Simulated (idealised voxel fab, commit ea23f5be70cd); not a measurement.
Name of the process module below: voxel wiring stack
Square cell edge 5 nm, section width 250 nm, ID cut.
Cross-section spec: square-cell grid; bands listed top down; each band is one or more rows.
It is stipulated that each band's entry specify, in nanometres, the height of the top of the band and then that of its bottom, followed by the materials of the band in left-to-right sequence, each together with its width in nanometres. A single material marked by the word "full width" is understood to fill the band from edge to edge; the word "empty" is understood to denote empty space.
Below 0: as-received wafer, all one material; heights counted from there. Lowest band: no bottom, goes on down, written "0 -> down".
Graded width ("30..40"): value in top row of band = first number; value in bottom row = second number; row-to-row change constant.
"no modifications" after a step means that no cell of the cross-section changed.
Enclosed voids (no open way to top), threshold 8 cells or more, entry "Sealed voids", notation width x height at distance, distance from left edge, nm.
Anything after a step's settings on that line? It's the simulator's own note about the step.
"overlay nm", when on a step's line for a step with a mask, measures how far to the right of its planned place the mask lay; a negative measure means to the left.

Set out below are the planned steps of the process:
1. RECEIVE, material Si
2. CONFORMAL_DEP, material SiO2, thk nm 10
3. CONFORMAL_DEP, material SiN, thk nm 5
4. DIRECTIONAL_DEP, material SiO2, thk nm 15
5. MASKED_ETCH, tone open, mask id METAL_1, width nm 25, pitch nm 50, etch materials SiO2, depth nm 15, overlay nm 0
6. MASKED_ETCH, tone open, mask id METAL_1, width nm 25, pitch nm 50, etch materials SiN, depth nm 5, overlay nm 0
7. CONFORMAL_DEP, material TiN, thk nm 5
8. FILL_DEP, material Cu, thk nm 10
9. CMP, height nm 30
10. EPI, material Ru, thk nm 5
11. FILL_DEP, material SiCN, thk nm 5
12. DIRECTIONAL_DEP, material lowk, thk nm 15
13. MASKED_ETCH, tone open, mask id PLUG_1, width nm 15, pitch nm 50, etch materials lowk, depth nm 15, overlay nm 0
14. MASKED_ETCH, tone open, mask id PLUG_1, width nm 15, pitch nm 50, etch materials SiCN, depth nm 5, overlay nm 0
15. EPI, material Ru, thk nm 10
16. EPI, material Ru, thk nm 10
17. CONFORMAL_DEP, material SiN, thk nm 5
18. DIRECTIONAL_DEP, material SiO2, thk nm 25
19. PATTERN, tone open, mask id METAL_2, material resist, width nm 25, pitch nm 50, thk nm 20, overlay nm 0
20. DIRECTIONAL_ETCH, etch materials SiO2, depth nm 25
21. DIRECTIONAL_ETCH, etch materials SiN, depth nm 5
22. STRIP, etch materials resist
23. CONFORMAL_DEP, material TiN, thk nm 5
24. FILL_DEP, material Cu, thk nm 5
25. CMP, height nm 85
26. CONFORMAL_DEP, material SiN, thk nm 5

First wafer out of two, processed as planned:

As received (post step 1): cross-section:
    0 -> down: Si full width
    Sealed voids: none

Presented here is a cross-section of the wafer after step 2 has been performed:
    10 -> 0: SiO2 full width
    Whatever lies below 0 is exactly as it was before.

Presented here is a cross-section of the wafer after step 3 has been performed:
    15 -> 10: SiN full width
    Whatever lies below 10 is exactly as it was before.

Presented here is a cross-section of the wafer after step 4 has been performed:
    30 -> 15: SiO2 full width
    Whatever lies below 15 is exactly as it was before.

Presented here is a cross-section of the wafer after step 5 has been performed:
    30 -> 15: 85 of SiO2, then 25 of empty, then 25 of SiO2, then 25 of empty, then 90 of SiO2
    Whatever lies below 15 is exactly as it was before.

Presented here is a cross-section of the wafer after step 6 has been performed:
    30 -> 15: 85 of SiO2, then 25 of empty, then 25 of SiO2, then 25 of empty, then 90 of SiO2
    15 -> 10: 85 of SiN, then 25 of empty, then 25 of SiN, then 25 of empty, then 90 of SiN
    Whatever lies below 10 is exactly as it was before.

Presented here is a cross-section of the wafer after step 7 has been performed:
    35 -> 30: 90 of TiN, then 15 of empty, then 35 of TiN, then 15 of empty, then 95 of TiN
    30 -> 15: 85 of SiO2, then 5 of TiN, then 15 of empty, then 5 of TiN, then 25 of SiO2, then 5 of TiN, then 15 of empty, then 5 of TiN, then 90 of SiO2
    15 -> 10: 85 of SiN, then 25 of TiN, then 25 of SiN, then 25 of TiN, then 90 of SiN
    Whatever lies below 10 is exactly as it was before.

Presented here is a cross-section of the wafer after step 8 has been performed:
    45 -> 35: Cu full width
    35 -> 30: 90 of TiN, then 15 of Cu, then 35 of TiN, then 15 of Cu, then 95 of TiN
    30 -> 15: 85 of SiO2, then 5 of TiN, then 15 of Cu, then 5 of TiN, then 25 of SiO2, then 5 of TiN, then 15 of Cu, then 5 of TiN, then 90 of SiO2
    Whatever lies below 15 is exactly as it was before.

Presented here is a cross-section of the wafer after step 9 has been performed:
    30 -> 15: 85 of SiO2, then 5 of TiN, then 15 of Cu, then 5 of TiN, then 25 of SiO2, then 5 of TiN, then 15 of Cu, then 5 of TiN, then 90 of SiO2
    Whatever lies below 15 is exactly as it was before.

Presented here is a cross-section of the wafer after step 10 has been performed:
    35 -> 30: 80 of empty, then 35 of Ru, then 15 of empty, then 35 of Ru, then 85 of empty
    Whatever lies below 30 is exactly as it was before.

Presented here is a cross-section of the wafer after step 11 has been performed:
    40 -> 35: SiCN full width
    35 -> 30: 80 of SiCN, then 35 of Ru, then 15 of SiCN, then 35 of Ru, then 85 of SiCN
    Whatever lies below 30 is exactly as it was before.

Presented here is a cross-section of the wafer after step 12 has been performed:
    55 -> 40: lowk full width
    Whatever lies below 40 is exactly as it was before.

Presented here is a cross-section of the wafer after step 13 has been performed:
    55 -> 40: 85 of lowk, then 15 of empty, then 35 of lowk, then 15 of empty, then 100 of lowk
    Whatever lies below 40 is exactly as it was before.

Presented here is a cross-section of the wafer after step 14 has been performed:
    55 -> 40: 85 of lowk, then 15 of empty, then 35 of lowk, then 15 of empty, then 100 of lowk
    40 -> 35: 85 of SiCN, then 15 of empty, then 35 of SiCN, then 15 of empty, then 100 of SiCN
    Whatever lies below 35 is exactly as it was before.

Presented here is a cross-section of the wafer after step 15 has been performed:
    55 -> 45: 85 of lowk, then 15 of empty, then 35 of lowk, then 15 of empty, then 100 of lowk
    45 -> 40: 85 of lowk, then 15 of Ru, then 35 of lowk, then 15 of Ru, then 100 of lowk
    40 -> 30: 85..80 of SiCN, then 15..35 of Ru, then 35..15 of SiCN, then 15..35 of Ru, then 100..85 of SiCN
    Whatever lies below 30 is exactly as it was before.

Presented here is a cross-section of the wafer after step 16 has been performed:
    55 -> 40: 85 of lowk, then 15 of Ru, then 35 of lowk, then 15 of Ru, then 100 of lowk
    Whatever lies below 40 is exactly as it was before.

Presented here is a cross-section of the wafer after step 17 has been performed:
    60 -> 55: SiN full width
    Whatever lies below 55 is exactly as it was before.

Presented here is a cross-section of the wafer after step 18 has been performed:
    85 -> 60: SiO2 full width
    Whatever lies below 60 is exactly as it was before.

Presented here is a cross-section of the wafer after step 19 has been performed:
    105 -> 85: 85 of resist, then 25 of empty, then 25 of resist, then 25 of empty, then 90 of resist
    Whatever lies below 85 is exactly as it was before.

Presented here is a cross-section of the wafer after step 20 has been performed:
    105 -> 85: 85 of resist, then 25 of empty, then 25 of resist, then 25 of empty, then 90 of resist
    85 -> 60: 85 of SiO2, then 25 of empty, then 25 of SiO2, then 25 of empty, then 90 of SiO2
    Whatever lies below 60 is exactly as it was before.

Presented here is a cross-section of the wafer after step 21 has been performed:
    105 -> 85: 85 of resist, then 25 of empty, then 25 of resist, then 25 of empty, then 90 of resist
    85 -> 60: 85 of SiO2, then 25 of empty, then 25 of SiO2, then 25 of empty, then 90 of SiO2
    60 -> 55: 85 of SiN, then 25 of empty, then 25 of SiN, then 25 of empty, then 90 of SiN
    Whatever lies below 55 is exactly as it was before.

Presented here is a cross-section of the wafer after step 22 has been performed:
    85 -> 60: 85 of SiO2, then 25 of empty, then 25 of SiO2, then 25 of empty, then 90 of SiO2
    Whatever lies below 60 is exactly as it was before.

Presented here is a cross-section of the wafer after step 23 has been performed:
    90 -> 85: 90 of TiN, then 15 of empty, then 35 of TiN, then 15 of empty, then 95 of TiN
    85 -> 60: 85 of SiO2, then 5 of TiN, then 15 of empty, then 5 of TiN, then 25 of SiO2, then 5 of TiN, then 15 of empty, then 5 of TiN, then 90 of SiO2
    60 -> 55: 85 of SiN, then 25 of TiN, then 25 of SiN, then 25 of TiN, then 90 of SiN
    Whatever lies below 55 is exactly as it was before.

Presented here is a cross-section of the wafer after step 24 has been performed:
    95 -> 90: Cu full width
    90 -> 85: 90 of TiN, then 15 of Cu, then 35 of TiN, then 15 of Cu, then 95 of TiN
    85 -> 60: 85 of SiO2, then 5 of TiN, then 15 of Cu, then 5 of TiN, then 25 of SiO2, then 5 of TiN, then 15 of Cu, then 5 of TiN, then 90 of SiO2
    Whatever lies below 60 is exactly as it was before.

Presented here is a cross-section of the wafer after step 25 has been performed:
    85 -> 60: 85 of SiO2, then 5 of TiN, then 15 of Cu, then 5 of TiN, then 25 of SiO2, then 5 of TiN, then 15 of Cu, then 5 of TiN, then 90 of SiO2
    Whatever lies below 60 is exactly as it was before.

Presented here is a cross-section of the wafer after step 26 has been performed:
    90 -> 85: SiN full width
    Whatever lies below 85 is exactly as it was before.

The remaining wafer, second of the two, started like the first and was run to the same plan, except that one mistake was made along the way; the two coincide through step 10, inclusive:

The second wafer cut through, at the time step 11 was supposed to be finished: no modifications

The second wafer cut through, at the time step 12 was supposed to be finished:
    50 -> 45: 80 of empty, then 35 of lowk, then 15 of empty, then 35 of lowk, then 85 of empty
    45 -> 35: lowk full width
    35 -> 30: 80 of lowk, then 35 of Ru, then 15 of lowk, then 35 of Ru, then 85 of lowk
    Whatever lies below 30 is exactly as it was before.

The second wafer cut through, at the time step 13 was supposed to be finished:
    50 -> 45: 80 of empty, then 5 of lowk, then 15 of empty, then 15 of lowk, then 15 of empty, then 5 of lowk, then 15 of empty, then 15 of lowk, then 85 of empty
    45 -> 35: 85 of lowk, then 15 of empty, then 35 of lowk, then 15 of empty, then 100 of lowk
    Whatever lies below 35 is exactly as it was before.

The second wafer cut through, at the time step 14 was supposed to be finished: no modifications

The second wafer cut through, at the time step 15 was supposed to be finished:
    50 -> 45: 80 of empty, then 5 of lowk, then 15 of empty, then 15 of lowk, then 15 of empty, then 5 of lowk, then 15 of empty, then 15 of lowk, then 85 of empty
    45 -> 35: 85 of lowk, then 15 of Ru, then 35 of lowk, then 15 of Ru, then 100 of lowk
    Whatever lies below 35 is exactly as it was before.

The second wafer cut through, at the time step 16 was supposed to be finished:
    55 -> 50: 80 of empty, then 25 of Ru, then 25 of empty, then 25 of Ru, then 95 of empty
    50 -> 45: 80 of empty, then 5 of lowk, then 15 of Ru, then 15 of lowk, then 15 of empty, then 5 of lowk, then 15 of Ru, then 15 of lowk, then 85 of empty
    Whatever lies below 45 is exactly as it was before.

The second wafer cut through, at the time step 17 was supposed to be finished:
    60 -> 55: 75 of empty, then 35 of SiN, then 15 of empty, then 35 of SiN, then 90 of empty
    55 -> 50: 75 of empty, then 5 of SiN, then 25 of Ru, then 15 of SiN, then 5 of empty, then 5 of SiN, then 25 of Ru, then 15 of SiN, then 80 of empty
    50 -> 45: 80 of SiN, then 5 of lowk, then 15 of Ru, then 15 of lowk, then 15 of SiN, then 5 of lowk, then 15 of Ru, then 15 of lowk, then 85 of SiN
    Whatever lies below 45 is exactly as it was before.

The second wafer cut through, at the time step 18 was supposed to be finished:
    85 -> 75: 75 of empty, then 35..45 of SiO2, then 15..5 of empty, then 35..45 of SiO2, then 90..80 of empty
    75 -> 60: SiO2 full width
    60 -> 55: 75 of SiO2, then 35 of SiN, then 15 of SiO2, then 35 of SiN, then 90 of SiO2
    55 -> 50: 75 of SiO2, then 5 of SiN, then 25 of Ru, then 15 of SiN, then 5 of SiO2, then 5 of SiN, then 25 of Ru, then 15 of SiN, then 80 of SiO2
    Whatever lies below 50 is exactly as it was before.

The second wafer cut through, at the time step 19 was supposed to be finished:
    105 -> 85: 85 of resist, then 25 of empty, then 25 of resist, then 25 of empty, then 90 of resist
    85 -> 75: 75 of resist, then 35..45 of SiO2, then 15..5 of resist, then 35..45 of SiO2, then 90..80 of resist
    Whatever lies below 75 is exactly as it was before.

The second wafer cut through, at the time step 20 was supposed to be finished:
    105 -> 85: 85 of resist, then 25 of empty, then 25 of resist, then 25 of empty, then 90 of resist
    85 -> 80: 75 of resist, then 10 of SiO2, then 25 of empty, then 15 of resist, then 10 of SiO2, then 25 of empty, then 90 of resist
    80 -> 75: 75 of resist, then 10 of SiO2, then 25 of empty, then 10 of SiO2, then 5 of resist, then 10 of SiO2, then 25 of empty, then 10 of SiO2, then 80 of resist
    75 -> 60: 85 of SiO2, then 25 of empty, then 25 of SiO2, then 25 of empty, then 90 of SiO2
    Whatever lies below 60 is exactly as it was before.

The second wafer cut through, at the time step 21 was supposed to be finished:
    105 -> 85: 85 of resist, then 25 of empty, then 25 of resist, then 25 of empty, then 90 of resist
    85 -> 80: 75 of resist, then 10 of SiO2, then 25 of empty, then 15 of resist, then 10 of SiO2, then 25 of empty, then 90 of resist
    80 -> 75: 75 of resist, then 10 of SiO2, then 25 of empty, then 10 of SiO2, then 5 of resist, then 10 of SiO2, then 25 of empty, then 10 of SiO2, then 80 of resist
    75 -> 60: 85 of SiO2, then 25 of empty, then 25 of SiO2, then 25 of empty, then 90 of SiO2
    60 -> 55: 75 of SiO2, then 10 of SiN, then 25 of empty, then 15 of SiO2, then 10 of SiN, then 25 of empty, then 90 of SiO2
    Whatever lies below 55 is exactly as it was before.

The second wafer cut through, at the time step 22 was supposed to be finished:
    85 -> 80: 75 of empty, then 10 of SiO2, then 40 of empty, then 10 of SiO2, then 115 of empty
    80 -> 75: 75 of empty, then 10 of SiO2, then 25 of empty, then 10 of SiO2, then 5 of empty, then 10 of SiO2, then 25 of empty, then 10 of SiO2, then 80 of empty
    Whatever lies below 75 is exactly as it was before.

The second wafer cut through, at the time step 23 was supposed to be finished:
    90 -> 85: 70 of empty, then 20 of TiN, then 30 of empty, then 20 of TiN, then 110 of empty
    85 -> 80: 70 of empty, then 5 of TiN, then 10 of SiO2, then 5 of TiN, then 15 of empty, then 20 of TiN, then 10 of SiO2, then 5 of TiN, then 15 of empty, then 20 of TiN, then 75 of empty
    80 -> 75: 75 of TiN, then 10 of SiO2, then 5 of TiN, then 15 of empty, then 5 of TiN, then 10 of SiO2, then 5 of TiN, then 10 of SiO2, then 5 of TiN, then 15 of empty, then 5 of TiN, then 10 of SiO2, then 80 of TiN
    75 -> 60: 85 of SiO2, then 5 of TiN, then 15 of empty, then 5 of TiN, then 25 of SiO2, then 5 of TiN, then 15 of empty, then 5 of TiN, then 90 of SiO2
    60 -> 55: 75 of SiO2, then 10 of SiN, then 25 of TiN, then 15 of SiO2, then 10 of SiN, then 25 of TiN, then 90 of SiO2
    Whatever lies below 55 is exactly as it was before.

The second wafer cut through, at the time step 24 was supposed to be finished:
    95 -> 90: Cu full width
    90 -> 85: 70 of Cu, then 20 of TiN, then 30 of Cu, then 20 of TiN, then 110 of Cu
    85 -> 80: 70 of Cu, then 5 of TiN, then 10 of SiO2, then 5 of TiN, then 15 of Cu, then 20 of TiN, then 10 of SiO2, then 5 of TiN, then 15 of Cu, then 20 of TiN, then 75 of Cu
    80 -> 75: 75 of TiN, then 10 of SiO2, then 5 of TiN, then 15 of Cu, then 5 of TiN, then 10 of SiO2, then 5 of TiN, then 10 of SiO2, then 5 of TiN, then 15 of Cu, then 5 of TiN, then 10 of SiO2, then 80 of TiN
    75 -> 60: 85 of SiO2, then 5 of TiN, then 15 of Cu, then 5 of TiN, then 25 of SiO2, then 5 of TiN, then 15 of Cu, then 5 of TiN, then 90 of SiO2
    Whatever lies below 60 is exactly as it was before.

The second wafer cut through, at the time step 25 was supposed to be finished:
    85 -> 80: 70 of Cu, then 5 of TiN, then 10 of SiO2, then 5 of TiN, then 15 of Cu, then 20 of TiN, then 10 of SiO2, then 5 of TiN, then 15 of Cu, then 20 of TiN, then 75 of Cu
    Whatever lies below 80 is exactly as it was before.

The second wafer cut through, at the time step 26 was supposed to be finished:
    90 -> 85: SiN full width
    Whatever lies below 85 is exactly as it was before.
In executing the process, a mistake was made relative to the plan: step 11 of the plan: omitted, not performed
Upon completion, the second wafer contains, in terms of cells, a greater or smaller amount of certain materials than the first wafer: Cu +29, Ru +4, SiCN -80, SiN +8, TiN +39
